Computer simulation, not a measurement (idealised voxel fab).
process module | voxel air gaps
cross-section cut | 170 nm wide | cells 5 nm
A cross-section is a grid of square cells, given in bands from the top down. A band is one or more rows of cells.
Each band's line starts with the height of the band's top and of its bottom, in nm. Then come its materials from left to right, each with its width in nm. One material with "throughout" fills the band from edge to edge. "air" is empty space.
Height 0 is the level under which the wafer as received is all one material. The lowest band goes on downwards, as in "0 down".
A width such as "30 to 40" changes by the same amount from each row of cells to the next, from the band's top row to its bottom row.
"no change" after a step means that no cell of the cross-section changed.
closed voids: empty space of 8 cells or more with no open way to the top, each as width x height at its distance from the left edge, in nm
after a step's settings: what the simulator itself notes on the step
overlay nm, on a step with a mask: how far to the right of its planned place the mask lay; to the left if negative
plan
1 op RECEIVE | material Si
2 op CONFORMAL_DEP | material SiO2 | thk nm 15
3 op CONFORMAL_DEP | material SiN | thk nm 5
4 op DIRECTIONAL_DEP | material SiO2 | thk nm 40
5 op MASKED_ETCH | tone open | mask id LINES | width nm 25 | pitch nm 50 | etch materials SiO2 | depth nm 40 | overlay nm 0
6 op CONFORMAL_DEP | material TiN | thk nm 5
7 op FILL_DEP | material W | thk nm 5
8 op CMP | height nm 60
9 op EPI | material Ru | thk nm 10
10 op SELECTIVE_ETCH | etch materials SiO2 | depth nm 50
11 op CONFORMAL_DEP | material SiCN | thk nm 5
as received, after step 1
  0 down: Si throughout
  closed voids: none
first wafer at the end, as planned
  75 to 70: air 5 | SiCN 155 | air 10
  70 to 60: air 5 | SiCN 5 | Ru 45 | SiCN 5 | Ru 45 | SiCN 5 | Ru 45 | SiCN 5 | air 10
  60 to 55: air 5 | SiCN 15 | TiN 5 | W 15 | TiN 5 | SiCN 25 | TiN 5 | W 15 | TiN 5 | SiCN 25 | TiN 5 | W 15 | TiN 5 | SiCN 15 | air 10
  55 to 25: air 15 | SiCN 5 | TiN 5 | W 15 | TiN 5 | SiCN 5 | air 15 | SiCN 5 | TiN 5 | W 15 | TiN 5 | SiCN 5 | air 15 | SiCN 5 | TiN 5 | W 15 | TiN 5 | SiCN 5 | air 20
  25 to 20: SiCN 20 | TiN 25 | SiCN 25 | TiN 25 | SiCN 25 | TiN 25 | SiCN 25
  20 to 15: SiN throughout
  15 to 0: SiO2 throughout
  0 down: Si throughout
  closed voids: 15 x 30 at 50; 15 x 30 at 100
second wafer at the end: like start, like plan, one mistake
  70 to 65: air 5 | SiCN 155 | air 10
  65 to 55: air 5 | SiCN 5 | Ru 45 | SiCN 5 | Ru 45 | SiCN 5 | Ru 45 | SiCN 5 | air 10
  55 to 50: air 5 | SiCN 15 | TiN 5 | W 15 | TiN 5 | SiCN 25 | TiN 5 | W 15 | TiN 5 | SiCN 25 | TiN 5 | W 15 | TiN 5 | SiCN 15 | air 10
  50 to 25: air 15 | SiCN 5 | TiN 5 | W 15 | TiN 5 | SiCN 5 | air 15 | SiCN 5 | TiN 5 | W 15 | TiN 5 | SiCN 5 | air 15 | SiCN 5 | TiN 5 | W 15 | TiN 5 | SiCN 5 | air 20
  25 to 20: SiCN 20 | TiN 25 | SiCN 25 | TiN 25 | SiCN 25 | TiN 25 | SiCN 25
  20 to 15: SiN throughout
  15 to 0: SiO2 throughout
  0 down: Si throughout
  closed voids: 15 x 25 at 50; 15 x 25 at 100
what went wrong: step 8 ran as: op CMP | height nm 55
at the end the second wafer has, in cells: 6 fewer of SiCN | 6 fewer of TiN | 9 fewer of W
